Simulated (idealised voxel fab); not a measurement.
The following process module bears the name voxel capacitor over wiring.
Xsec cut, 205 nm wide, square cell size 5 nm.
Cross-section, as written here: a square-cell grid given band by band from the top down, where a band holds one or more rows of cells.
This entry defines a band. It first specifies the height of the band's top and the height of its bottom in nm, and then specifies the band's materials from left to right, stating each material with its width in nm. The word "all across" identifies a single material that fills the band from edge to edge, while the word "air" identifies empty space.
Counting heights begins at 0, where everything beneath is, in the wafer as received, one material. The lowest band has no bottom; it goes on downwards, as "0 nm and below" shows.
Quick explanation for "30->40": the width changes in equal steps down the rows of cells, from the first number in the band's top row to the second number in its bottom row.
You'll sometimes find "changes: none" written for a step, and that's the way of saying that nowhere in the cross-section did a cell change during that step.
In the "Non-vented voids" entry, you get each enclosed empty space of 8 cells or more, one with no open way to the top, written width x height at distance, distance from the left edge, in nm.
Note: text after step settings on the step line = simulator remark on that step.
overlay nm: mask right of planned place by this much (step with mask). Neg. = left.

[The planned process steps are enumerated hereunder]
| 1 | RECEIVE,material Si |
| 2 | CONFORMAL_DEP,material SiO2,thk nm 15 |
| 3 | CONFORMAL_DEP,material SiCN,thk nm 5 |
| 4 | DIRECTIONAL_DEP,material lowk,thk nm 25 |
| 5 | PATTERN,tone open,mask id METAL_1,material resist,width nm 30,pitch nm 80,thk nm 15,overlay nm 0 |
| 6 | DIRECTIONAL_ETCH,etch materials lowk,depth nm 25 |
| 7 | DIRECTIONAL_ETCH,etch materials SiCN,depth nm 5 |
| 8 | STRIP,etch materials resist |
| 9 | CONFORMAL_DEP,material TiN,thk nm 5 |
| 10 | FILL_DEP,material Cu,thk nm 10 |
| 11 | CMP,height nm 45 |
| 12 | CONFORMAL_DEP,material SiCN,thk nm 5 |
| 13 | DIRECTIONAL_DEP,material SiO2,thk nm 15 |
| 14 | MASKED_ETCH,tone open,mask id PLUG_1,width nm 15,etch materials SiO2,depth nm 15,overlay nm 0 |
| 15 | MASKED_ETCH,tone open,mask id PLUG_1,width nm 15,etch materials SiCN,depth nm 5,overlay nm 0 |
| 16 | EPI,material Ru,thk nm 10 |
| 17 | EPI,material Ru,thk nm 10 |
| 18 | DIRECTIONAL_DEP,material TiN,thk nm 5 |
| 19 | DIRECTIONAL_DEP,material SiN,thk nm 5 |
| 20 | DIRECTIONAL_DEP,material TiN,thk nm 10 |
| 21 | DIRECTIONAL_DEP,material aC,thk nm 10 |
| 22 | PATTERN,tone cover,mask id UPPER_PLATE,material resist,width nm 55,thk nm 25,overlay nm 0 |
| 23 | DIRECTIONAL_ETCH,etch materials aC,depth nm 10 |
| 24 | STRIP,etch materials resist |
| 25 | DIRECTIONAL_ETCH,etch materials TiN,depth nm 10 |
| 26 | DIRECTIONAL_ETCH,etch materials SiN,depth nm 5 |
| 27 | STRIP,etch materials aC |
| 28 | PATTERN,tone cover,mask id LOWER_PLATE,material resist,width nm 65,thk nm 20,overlay nm 0 |
| 29 | DIRECTIONAL_ETCH,etch materials TiN,depth nm 5 |
| 30 | STRIP,etch materials resist |
| 31 | FILL_DEP,material SiO2,thk nm 15 |
| 32 | CMP,height nm 95 |
| 33 | PATTERN,tone open,mask id PLUG_2,material resist,width nm 15,thk nm 15,overlay nm 0 |
| 34 | DIRECTIONAL_ETCH,etch materials SiO2,depth nm 10 |
| 35 | STRIP,etch materials resist |
| 36 | CONFORMAL_DEP,material TiN,thk nm 5 |
| 37 | FILL_DEP,material Cu,thk nm 5 |
| 38 | CMP,height nm 95 |
| 39 | CONFORMAL_DEP,material SiN,thk nm 5 |

[First of two wafers, with the run carried out as planned]

[Cross-section: wafer on arrival = after step 1]
	0 nm and below = Si all across
	Non-vented voids: none

[Wafer xsec, post step 2]
	15 nm to 0 nm = SiO2 all across
	Unchanged below 0.

[Wafer xsec, post step 3]
	20 nm to 15 nm = SiCN all across
	Unchanged below 15.

[Wafer xsec, post step 4]
	45 nm to 20 nm = lowk all across
	Unchanged below 20.

[Wafer xsec, post step 5]
	60 nm to 45 nm = 45 of resist, then 30 of air, then 50 of resist, then 30 of air, then 50 of resist
	Unchanged below 45.

[Wafer xsec, post step 6]
	60 nm to 45 nm = 45 of resist, then 30 of air, then 50 of resist, then 30 of air, then 50 of resist
	45 nm to 20 nm = 45 of lowk, then 30 of air, then 50 of lowk, then 30 of air, then 50 of lowk
	Unchanged below 20.

[Wafer xsec, post step 7]
	60 nm to 45 nm = 45 of resist, then 30 of air, then 50 of resist, then 30 of air, then 50 of resist
	45 nm to 20 nm = 45 of lowk, then 30 of air, then 50 of lowk, then 30 of air, then 50 of lowk
	20 nm to 15 nm = 45 of SiCN, then 30 of air, then 50 of SiCN, then 30 of air, then 50 of SiCN
	Unchanged below 15.

[Wafer xsec, post step 8]
	45 nm to 20 nm = 45 of lowk, then 30 of air, then 50 of lowk, then 30 of air, then 50 of lowk
	Unchanged below 20.

[Wafer xsec, post step 9]
	50 nm to 45 nm = 50 of TiN, then 20 of air, then 60 of TiN, then 20 of air, then 55 of TiN
	45 nm to 20 nm = 45 of lowk, then 5 of TiN, then 20 of air, then 5 of TiN, then 50 of lowk, then 5 of TiN, then 20 of air, then 5 of TiN, then 50 of lowk
	20 nm to 15 nm = 45 of SiCN, then 30 of TiN, then 50 of SiCN, then 30 of TiN, then 50 of SiCN
	Unchanged below 15.

[Wafer xsec, post step 10]
	60 nm to 50 nm = Cu all across
	50 nm to 45 nm = 50 of TiN, then 20 of Cu, then 60 of TiN, then 20 of Cu, then 55 of TiN
	45 nm to 20 nm = 45 of lowk, then 5 of TiN, then 20 of Cu, then 5 of TiN, then 50 of lowk, then 5 of TiN, then 20 of Cu, then 5 of TiN, then 50 of lowk
	Unchanged below 20.

[Wafer xsec, post step 11]
	45 nm to 20 nm = 45 of lowk, then 5 of TiN, then 20 of Cu, then 5 of TiN, then 50 of lowk, then 5 of TiN, then 20 of Cu, then 5 of TiN, then 50 of lowk
	Unchanged below 20.

[Wafer xsec, post step 12]
	50 nm to 45 nm = SiCN all across
	Unchanged below 45.

[Wafer xsec, post step 13]
	65 nm to 50 nm = SiO2 all across
	Unchanged below 50.

[Wafer xsec, post step 14]
	65 nm to 50 nm = 60 of SiO2, then 15 of air, then 130 of SiO2
	Unchanged below 50.

[Wafer xsec, post step 15]
	65 nm to 50 nm = 60 of SiO2, then 15 of air, then 130 of SiO2
	50 nm to 45 nm = 60 of SiCN, then 15 of air, then 130 of SiCN
	Unchanged below 45.

[Wafer xsec, post step 16]
	65 nm to 55 nm = 60 of SiO2, then 15 of air, then 130 of SiO2
	55 nm to 50 nm = 60 of SiO2, then 15 of Ru, then 130 of SiO2
	50 nm to 45 nm = 60 of SiCN, then 15 of Ru, then 130 of SiCN
	Unchanged below 45.

[Wafer xsec, post step 17]
	65 nm to 50 nm = 60 of SiO2, then 15 of Ru, then 130 of SiO2
	Unchanged below 50.

[Wafer xsec, post step 18]
	70 nm to 65 nm = TiN all across
	Unchanged below 65.

[Wafer xsec, post step 19]
	75 nm to 70 nm = SiN all across
	Unchanged below 70.

[Wafer xsec, post step 20]
	85 nm to 75 nm = TiN all across
	Unchanged below 75.

[Wafer xsec, post step 21]
	95 nm to 85 nm = aC all across
	Unchanged below 85.

[Wafer xsec, post step 22]
	120 nm to 95 nm = 60 of air, then 55 of resist, then 90 of air
	Unchanged below 95.

[Wafer xsec, post step 23]
	110 nm to 95 nm = 60 of air, then 55 of resist, then 90 of air
	95 nm to 85 nm = 60 of air, then 55 of aC, then 90 of air
	Unchanged below 85.

[Wafer xsec, post step 24]
	95 nm to 85 nm = 60 of air, then 55 of aC, then 90 of air
	Unchanged below 85.

[Wafer xsec, post step 25]
	95 nm to 85 nm = 60 of air, then 55 of aC, then 90 of air
	85 nm to 75 nm = 60 of air, then 55 of TiN, then 90 of air
	Unchanged below 75.

[Wafer xsec, post step 26]
	95 nm to 85 nm = 60 of air, then 55 of aC, then 90 of air
	85 nm to 75 nm = 60 of air, then 55 of TiN, then 90 of air
	75 nm to 70 nm = 60 of air, then 55 of SiN, then 90 of air
	Unchanged below 70.

[Wafer xsec, post step 27]
	85 nm to 75 nm = 60 of air, then 55 of TiN, then 90 of air
	Unchanged below 75.

[Wafer xsec, post step 28]
	105 nm to 85 nm = 55 of air, then 65 of resist, then 85 of air
	85 nm to 75 nm = 55 of air, then 5 of resist, then 55 of TiN, then 5 of resist, then 85 of air
	75 nm to 70 nm = 55 of air, then 5 of resist, then 55 of SiN, then 5 of resist, then 85 of air
	Unchanged below 70.

[Wafer xsec, post step 29]
	105 nm to 85 nm = 55 of air, then 65 of resist, then 85 of air
	85 nm to 75 nm = 55 of air, then 5 of resist, then 55 of TiN, then 5 of resist, then 85 of air
	75 nm to 70 nm = 55 of air, then 5 of resist, then 55 of SiN, then 5 of resist, then 85 of air
	70 nm to 65 nm = 55 of air, then 65 of TiN, then 85 of air
	Unchanged below 65.

[Wafer xsec, post step 30]
	85 nm to 75 nm = 60 of air, then 55 of TiN, then 90 of air
	75 nm to 70 nm = 60 of air, then 55 of SiN, then 90 of air
	Unchanged below 70.

[Wafer xsec, post step 31]
	100 nm to 85 nm = SiO2 all across
	85 nm to 75 nm = 60 of SiO2, then 55 of TiN, then 90 of SiO2
	75 nm to 70 nm = 60 of SiO2, then 55 of SiN, then 90 of SiO2
	70 nm to 65 nm = 55 of SiO2, then 65 of TiN, then 85 of SiO2
	Unchanged below 65.

[Wafer xsec, post step 32]
	95 nm to 85 nm = SiO2 all across
	Unchanged below 85.

[Wafer xsec, post step 33]
	110 nm to 95 nm = 70 of resist, then 15 of air, then 120 of resist
	Unchanged below 95.

[Wafer xsec, post step 34]
	110 nm to 95 nm = 70 of resist, then 15 of air, then 120 of resist
	95 nm to 85 nm = 70 of SiO2, then 15 of air, then 120 of SiO2
	Unchanged below 85.

[Wafer xsec, post step 35]
	95 nm to 85 nm = 70 of SiO2, then 15 of air, then 120 of SiO2
	Unchanged below 85.

[Wafer xsec, post step 36]
	100 nm to 95 nm = 75 of TiN, then 5 of air, then 125 of TiN
	95 nm to 90 nm = 70 of SiO2, then 5 of TiN, then 5 of air, then 5 of TiN, then 120 of SiO2
	90 nm to 85 nm = 70 of SiO2, then 15 of TiN, then 120 of SiO2
	Unchanged below 85.

[Wafer xsec, post step 37]
	105 nm to 100 nm = Cu all across
	100 nm to 95 nm = 75 of TiN, then 5 of Cu, then 125 of TiN
	95 nm to 90 nm = 70 of SiO2, then 5 of TiN, then 5 of Cu, then 5 of TiN, then 120 of SiO2
	Unchanged below 90.

[Wafer xsec, post step 38]
	95 nm to 90 nm = 70 of SiO2, then 5 of TiN, then 5 of Cu, then 5 of TiN, then 120 of SiO2
	Unchanged below 90.

[Wafer xsec, post step 39]
	100 nm to 95 nm = SiN all across
	Unchanged below 95.

[Wafer two of two - same starting point, same process plan, one mistake in execution; matches wafer one up to and including step 1]

[Cross-section of the second wafer at the time by which step 2 should have been completed according to the plan]
	5 nm to 0 nm = SiCN all across
	Unchanged below 0.

[Cross-section of the second wafer at the time by which step 3 should have been completed according to the plan]
	20 nm to 5 nm = SiO2 all across
	Unchanged below 5.

[Cross-section of the second wafer at the time by which step 4 should have been completed according to the plan]
	45 nm to 20 nm = lowk all across
	Unchanged below 20.

[Cross-section of the second wafer at the time by which step 5 should have been completed according to the plan]
	60 nm to 45 nm = 45 of resist, then 30 of air, then 50 of resist, then 30 of air, then 50 of resist
	Unchanged below 45.

[Cross-section of the second wafer at the time by which step 6 should have been completed according to the plan]
	60 nm to 45 nm = 45 of resist, then 30 of air, then 50 of resist, then 30 of air, then 50 of resist
	45 nm to 20 nm = 45 of lowk, then 30 of air, then 50 of lowk, then 30 of air, then 50 of lowk
	Unchanged below 20.

Cross-section of the second wafer at the time by which step 7 should have been completed according to the plan: changes: none

[Cross-section of the second wafer at the time by which step 8 should have been completed according to the plan]
	45 nm to 20 nm = 45 of lowk, then 30 of air, then 50 of lowk, then 30 of air, then 50 of lowk
	Unchanged below 20.

[Cross-section of the second wafer at the time by which step 9 should have been completed according to the plan]
	50 nm to 45 nm = 50 of TiN, then 20 of air, then 60 of TiN, then 20 of air, then 55 of TiN
	45 nm to 25 nm = 45 of lowk, then 5 of TiN, then 20 of air, then 5 of TiN, then 50 of lowk, then 5 of TiN, then 20 of air, then 5 of TiN, then 50 of lowk
	25 nm to 20 nm = 45 of lowk, then 30 of TiN, then 50 of lowk, then 30 of TiN, then 50 of lowk
	Unchanged below 20.

[Cross-section of the second wafer at the time by which step 10 should have been completed according to the plan]
	60 nm to 50 nm = Cu all across
	50 nm to 45 nm = 50 of TiN, then 20 of Cu, then 60 of TiN, then 20 of Cu, then 55 of TiN
	45 nm to 25 nm = 45 of lowk, then 5 of TiN, then 20 of Cu, then 5 of TiN, then 50 of lowk, then 5 of TiN, then 20 of Cu, then 5 of TiN, then 50 of lowk
	Unchanged below 25.

[Cross-section of the second wafer at the time by which step 11 should have been completed according to the plan]
	45 nm to 25 nm = 45 of lowk, then 5 of TiN, then 20 of Cu, then 5 of TiN, then 50 of lowk, then 5 of TiN, then 20 of Cu, then 5 of TiN, then 50 of lowk
	Unchanged below 25.

[Cross-section of the second wafer at the time by which step 12 should have been completed according to the plan]
	50 nm to 45 nm = SiCN all across
	Unchanged below 45.

[Cross-section of the second wafer at the time by which step 13 should have been completed according to the plan]
	65 nm to 50 nm = SiO2 all across
	Unchanged below 50.

[Cross-section of the second wafer at the time by which step 14 should have been completed according to the plan]
	65 nm to 50 nm = 60 of SiO2, then 15 of air, then 130 of SiO2
	Unchanged below 50.

[Cross-section of the second wafer at the time by which step 15 should have been completed according to the plan]
	65 nm to 50 nm = 60 of SiO2, then 15 of air, then 130 of SiO2
	50 nm to 45 nm = 60 of SiCN, then 15 of air, then 130 of SiCN
	Unchanged below 45.

[Cross-section of the second wafer at the time by which step 16 should have been completed according to the plan]
	65 nm to 55 nm = 60 of SiO2, then 15 of air, then 130 of SiO2
	55 nm to 50 nm = 60 of SiO2, then 15 of Ru, then 130 of SiO2
	50 nm to 45 nm = 60 of SiCN, then 15 of Ru, then 130 of SiCN
	Unchanged below 45.

[Cross-section of the second wafer at the time by which step 17 should have been completed according to the plan]
	65 nm to 50 nm = 60 of SiO2, then 15 of Ru, then 130 of SiO2
	Unchanged below 50.

[Cross-section of the second wafer at the time by which step 18 should have been completed according to the plan]
	70 nm to 65 nm = TiN all across
	Unchanged below 65.

[Cross-section of the second wafer at the time by which step 19 should have been completed according to the plan]
	75 nm to 70 nm = SiN all across
	Unchanged below 70.

[Cross-section of the second wafer at the time by which step 20 should have been completed according to the plan]
	85 nm to 75 nm = TiN all across
	Unchanged below 75.

[Cross-section of the second wafer at the time by which step 21 should have been completed according to the plan]
	95 nm to 85 nm = aC all across
	Unchanged below 85.

[Cross-section of the second wafer at the time by which step 22 should have been completed according to the plan]
	120 nm to 95 nm = 60 of air, then 55 of resist, then 90 of air
	Unchanged below 95.

[Cross-section of the second wafer at the time by which step 23 should have been completed according to the plan]
	110 nm to 95 nm = 60 of air, then 55 of resist, then 90 of air
	95 nm to 85 nm = 60 of air, then 55 of aC, then 90 of air
	Unchanged below 85.

[Cross-section of the second wafer at the time by which step 24 should have been completed according to the plan]
	95 nm to 85 nm = 60 of air, then 55 of aC, then 90 of air
	Unchanged below 85.

[Cross-section of the second wafer at the time by which step 25 should have been completed according to the plan]
	95 nm to 85 nm = 60 of air, then 55 of aC, then 90 of air
	85 nm to 75 nm = 60 of air, then 55 of TiN, then 90 of air
	Unchanged below 75.

[Cross-section of the second wafer at the time by which step 26 should have been completed according to the plan]
	95 nm to 85 nm = 60 of air, then 55 of aC, then 90 of air
	85 nm to 75 nm = 60 of air, then 55 of TiN, then 90 of air
	75 nm to 70 nm = 60 of air, then 55 of SiN, then 90 of air
	Unchanged below 70.

[Cross-section of the second wafer at the time by which step 27 should have been completed according to the plan]
	85 nm to 75 nm = 60 of air, then 55 of TiN, then 90 of air
	Unchanged below 75.

[Cross-section of the second wafer at the time by which step 28 should have been completed according to the plan]
	105 nm to 85 nm = 55 of air, then 65 of resist, then 85 of air
	85 nm to 75 nm = 55 of air, then 5 of resist, then 55 of TiN, then 5 of resist, then 85 of air
	75 nm to 70 nm = 55 of air, then 5 of resist, then 55 of SiN, then 5 of resist, then 85 of air
	Unchanged below 70.

[Cross-section of the second wafer at the time by which step 29 should have been completed according to the plan]
	105 nm to 85 nm = 55 of air, then 65 of resist, then 85 of air
	85 nm to 75 nm = 55 of air, then 5 of resist, then 55 of TiN, then 5 of resist, then 85 of air
	75 nm to 70 nm = 55 of air, then 5 of resist, then 55 of SiN, then 5 of resist, then 85 of air
	70 nm to 65 nm = 55 of air, then 65 of TiN, then 85 of air
	Unchanged below 65.

[Cross-section of the second wafer at the time by which step 30 should have been completed according to the plan]
	85 nm to 75 nm = 60 of air, then 55 of TiN, then 90 of air
	75 nm to 70 nm = 60 of air, then 55 of SiN, then 90 of air
	Unchanged below 70.

[Cross-section of the second wafer at the time by which step 31 should have been completed according to the plan]
	100 nm to 85 nm = SiO2 all across
	85 nm to 75 nm = 60 of SiO2, then 55 of TiN, then 90 of SiO2
	75 nm to 70 nm = 60 of SiO2, then 55 of SiN, then 90 of SiO2
	70 nm to 65 nm = 55 of SiO2, then 65 of TiN, then 85 of SiO2
	Unchanged below 65.

[Cross-section of the second wafer at the time by which step 32 should have been completed according to the plan]
	95 nm to 85 nm = SiO2 all across
	Unchanged below 85.

[Cross-section of the second wafer at the time by which step 33 should have been completed according to the plan]
	110 nm to 95 nm = 70 of resist, then 15 of air, then 120 of resist
	Unchanged below 95.

[Cross-section of the second wafer at the time by which step 34 should have been completed according to the plan]
	110 nm to 95 nm = 70 of resist, then 15 of air, then 120 of resist
	95 nm to 85 nm = 70 of SiO2, then 15 of air, then 120 of SiO2
	Unchanged below 85.

[Cross-section of the second wafer at the time by which step 35 should have been completed according to the plan]
	95 nm to 85 nm = 70 of SiO2, then 15 of air, then 120 of SiO2
	Unchanged below 85.

[Cross-section of the second wafer at the time by which step 36 should have been completed according to the plan]
	100 nm to 95 nm = 75 of TiN, then 5 of air, then 125 of TiN
	95 nm to 90 nm = 70 of SiO2, then 5 of TiN, then 5 of air, then 5 of TiN, then 120 of SiO2
	90 nm to 85 nm = 70 of SiO2, then 15 of TiN, then 120 of SiO2
	Unchanged below 85.

[Cross-section of the second wafer at the time by which step 37 should have been completed according to the plan]
	105 nm to 100 nm = Cu all across
	100 nm to 95 nm = 75 of TiN, then 5 of Cu, then 125 of TiN
	95 nm to 90 nm = 70 of SiO2, then 5 of TiN, then 5 of Cu, then 5 of TiN, then 120 of SiO2
	Unchanged below 90.

[Cross-section of the second wafer at the time by which step 38 should have been completed according to the plan]
	95 nm to 90 nm = 70 of SiO2, then 5 of TiN, then 5 of Cu, then 5 of TiN, then 120 of SiO2
	Unchanged below 90.

[Cross-section of the second wafer at the time by which step 39 should have been completed according to the plan]
	100 nm to 95 nm = SiN all across
	Unchanged below 95.
Nonconformance to the process plan: steps 2 and 3 were swapped
Wrapping up, a cell-based count of both wafers puts the second over or under the first for these materials: Cu -8; SiCN +12; TiN -4
